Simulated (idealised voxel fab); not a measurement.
The name of this process module is voxel ribs on slabs.
It is cross-section cut that appears here, measuring 250 nm in width, its square cells being 5 nm in size.
If you're reading a cross-section in this doc, picture square cells in a grid; it comes to you as bands, top ones listed first down to the bottom, and a band can be one or more rows of cells.
Heads up on the band format: heights come first, top then bottom, in nm. After that it's the materials left to right, each with its width in nm. A single material flagged "full width" fills the whole band edge to edge, and "blank" means there's empty space there.
A quick word on heights: they are counted from 0, and under that level the wafer as it came to us is one material throughout. The lowest band is different from the rest in having no bottom; it simply continues downward, written as in "0 down".
You'd read "30..40" like this: the band's top row of cells is as wide as the first number, its bottom row is as wide as the second, and going down, every row changes width by the same amount as the row before did.
"stayed the same" for a step: no cell of the cross-section changed in that step.
The entry titled "Enclosed internal voids" provides the empty spaces that have no open way to the top, restricted to those of 8 cells or more. Each is presented as width x height at distance, the distance being measured from the left edge, with all three in nm.
Anything after a step's settings on that line? It's the simulator's own note about the step.
overlay nm, on a step with a mask: how far to the right of its planned place the mask lay; to the left if negative
Process steps (planned)
1) op RECEIVE | material Si
2) op DIRECTIONAL_DEP | material SiO2 | thk nm 25
3) op DIRECTIONAL_DEP | material SiN | thk nm 25
4) op MASKED_ETCH | tone cover | mask id RIB | width nm 15 | etch materials SiN | depth nm 20 | overlay nm -15
5) op DIRECTIONAL_DEP | material aC | thk nm 10
6) op PATTERN | tone cover | mask id SLAB | material resist | width nm 55 | thk nm 25 | overlay nm 0
7) op DIRECTIONAL_ETCH | etch materials aC | depth nm 10
8) op STRIP | etch materials resist
9) op DIRECTIONAL_ETCH | etch materials SiN | depth nm 5
10) op STRIP | etch materials aC
11) op FILL_DEP | material SiO2 | thk nm 25
12) op CMP | height nm 65
13) op DIRECTIONAL_DEP | material TiN | thk nm 10
14) op MASKED_ETCH | tone cover | mask id HEATER | width nm 25 | etch materials TiN | depth nm 10 | overlay nm 0
15) op CONFORMAL_DEP | material SiN | thk nm 5
Wafers differ in overlay nm at step 4; plan lists the first wafer's value; identical starting state.
Cut through the first of several wafers as received, post step 1
* 0 down = Si full width
* Enclosed internal voids: none
Basically each wafer gets a line in the table, showing it at the end of the module: material by material, the cells it gained (+) or lost (-) since we got it, then its closed voids
overlay nm -15 | +77 SiN | +627 SiO2 | +10 TiN | Enclosed internal voids: none
overlay nm -10 | +77 SiN | +627 SiO2 | +10 TiN | Enclosed internal voids: none
overlay nm -5 | +77 SiN | +627 SiO2 | +10 TiN | Enclosed internal voids: none
overlay nm 0 | +77 SiN | +627 SiO2 | +10 TiN | Enclosed internal voids: none
overlay nm 5 | +77 SiN | +627 SiO2 | +10 TiN | Enclosed internal voids: none
overlay nm 10 | +77 SiN | +627 SiO2 | +10 TiN | Enclosed internal voids: none
overlay nm 15 | +77 SiN | +627 SiO2 | +10 TiN | Enclosed internal voids: none
